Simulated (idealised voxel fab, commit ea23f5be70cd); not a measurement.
Title: Process Module voxel quadruple lines
Section shown: cut. Width: 215 nm. Cell size: 5 nm, square.
In what follows, cross-sections appear as grids of square cells, described through bands that run from the top down, where every band is one or more rows of cells.
Read a band's entry like this: the first values are the height of its top and the height of its bottom in nm, and what follows is the sequence of materials from left to right, each with its width in nm. Note that "air" is empty space, and that a single material marked "throughout" reaches across the band from edge to edge.
Height is counted from the level 0, under which the received wafer is composed throughout of one material. The lowest of the bands is not closed at the bottom but continues downward, in the notation "from 0 down".
Read "30->40" as a graded width: first number on top, second number at the bottom, same change between each pair of neighbouring rows.
A step reported as "left unchanged" is a step in which no cell of the cross-section changed.
Voids not open to the top, 8 cells minimum: see "Sealed-off cavities". Written width x height at distance; distance is from the left edge; nm.
Note: text after step settings on the step line = simulator remark on that step.
overlay nm: mask right of planned place by this much (step with mask). Neg. = left.

[Steps in the process plan]
1 RECEIVE: material Si
2 CONFORMAL_DEP: material Al2O3, thk nm 5
3 DIRECTIONAL_DEP: material TiN, thk nm 15
4 DIRECTIONAL_DEP: material polySi, thk nm 5
5 DIRECTIONAL_DEP: material aC, thk nm 20
6 PATTERN: tone cover, mask id MANDREL, material resist, width nm 20, thk nm 30, overlay nm 0
7 DIRECTIONAL_ETCH: etch materials aC, depth nm 20
8 STRIP: etch materials resist
9 CONFORMAL_DEP: material SiO2, thk nm 10
10 DIRECTIONAL_ETCH: etch materials SiO2, depth nm 10
11 STRIP: etch materials aC
12 DIRECTIONAL_ETCH: etch materials polySi, depth nm 15
13 STRIP: etch materials SiO2
14 CONFORMAL_DEP: material SiCN, thk nm 5
15 DIRECTIONAL_ETCH: etch materials SiCN, depth nm 5
16 STRIP: etch materials polySi
17 DIRECTIONAL_ETCH: etch materials TiN, depth nm 15
18 STRIP: etch materials SiCN
Wafer-to-wafer difference: thk nm, step 4. Common start. Plan = first wafer's value.

[The first of several wafers as received, shown in cross-section; this is its state after step 1]
* from 0 down | Si throughout
* Sealed-off cavities: none

[Tabulated below, wafer by wafer, are the end-of-module results: for each material, the number of cells gained (+) or lost (-) relative to the as-received state, followed by the closed voids]
thk nm 5; +43 Al2O3; +12 TiN; Sealed-off cavities: none
thk nm 10; +43 Al2O3; +12 TiN; Sealed-off cavities: none
thk nm 15; +43 Al2O3; +12 TiN; Sealed-off cavities: none
thk nm 20; +43 Al2O3; Sealed-off cavities: none
thk nm 25; +43 Al2O3; Sealed-off cavities: none
thk nm 30; +43 Al2O3; Sealed-off cavities: none
